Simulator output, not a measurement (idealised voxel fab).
Module name: voxel tone inversion (process module)
This is section cut - it's 200 nm across, gridded in 5 nm square cells.
Cross-section spec: square-cell grid; bands listed top down; each band is one or more rows. Band entry format. Leading values: height of top, height of bottom, nm. Remainder: materials in left-to-right order, each with its width in nm. Special words: "everywhere" on a single material, which then fills the band edge to edge; "empty", empty space. Heads up on the height convention: 0 is the point under which the incoming wafer is all one material, and the lowest band has no bottom, it just keeps going down, like "top 0, no bottom". Top row gets the first number, bottom row gets the second, and each row in between changes by the same step: that is how a band width like "30->40" works. It should be understood that the words "no alterations made", when stated for a given step, signify that the cross-section underwent no change in any of its cells during that step. Closed empty spaces (no open way to the top) of 8 cells or more are what "Sealed void listing" lists, each as width x height at distance from the left edge, nm for all three. Past the settings on a step's line: simulator remark, on that step. "overlay nm" denotes, for a step that has a mask, the displacement of the mask to the right of its planned place, with negative values corresponding to the left.

**Set out below are the planned steps of the process**
1) RECEIVE [material Si]
2) CONFORMAL_DEP [material SiN] [thk nm 5]
3) DIRECTIONAL_DEP [material aC] [thk nm 20]
4) PATTERN [tone cover] [mask id POSTS] [material resist] [width nm 20] [pitch nm 35] [thk nm 30] [overlay nm 0]
5) DIRECTIONAL_ETCH [etch materials aC] [depth nm 20]
6) STRIP [etch materials resist]
7) FILL_DEP [material SiO2] [thk nm 10]
8) CMP [height nm 25]
9) STRIP [etch materials aC]
10) CONFORMAL_DEP [material TiN] [thk nm 5]
11) FILL_DEP [material W] [thk nm 10]
12) CMP [height nm 25]
13) CONFORMAL_DEP [material SiCN] [thk nm 5]

**Cross-section, incoming material, after step 1**
* top 0, no bottom | Si everywhere
* Sealed void listing: none

**Final cross-section, module run with one mistake (start and plan as above)**
* top 30, bottom 25 | SiCN everywhere
* top 25, bottom 10 | W 50  TiN 5  SiO2 20  TiN 5  W 5  TiN 5  SiO2 20  TiN 5  W 5  TiN 5  SiO2 20  TiN 5  W 50
* top 10, bottom 5 | TiN 55  SiO2 20  TiN 15  SiO2 20  TiN 15  SiO2 20  TiN 55
* top 5, bottom 0 | SiN everywhere
* top 0, no bottom | Si everywhere
* Sealed void listing: none
In executing the process, a mistake was made relative to the plan: step 4 ran differently from the plan; actual operation with settings: PATTERN [tone open] [mask id POSTS] [material resist] [width nm 20] [pitch nm 35] [thk nm 30] [overlay nm 0]
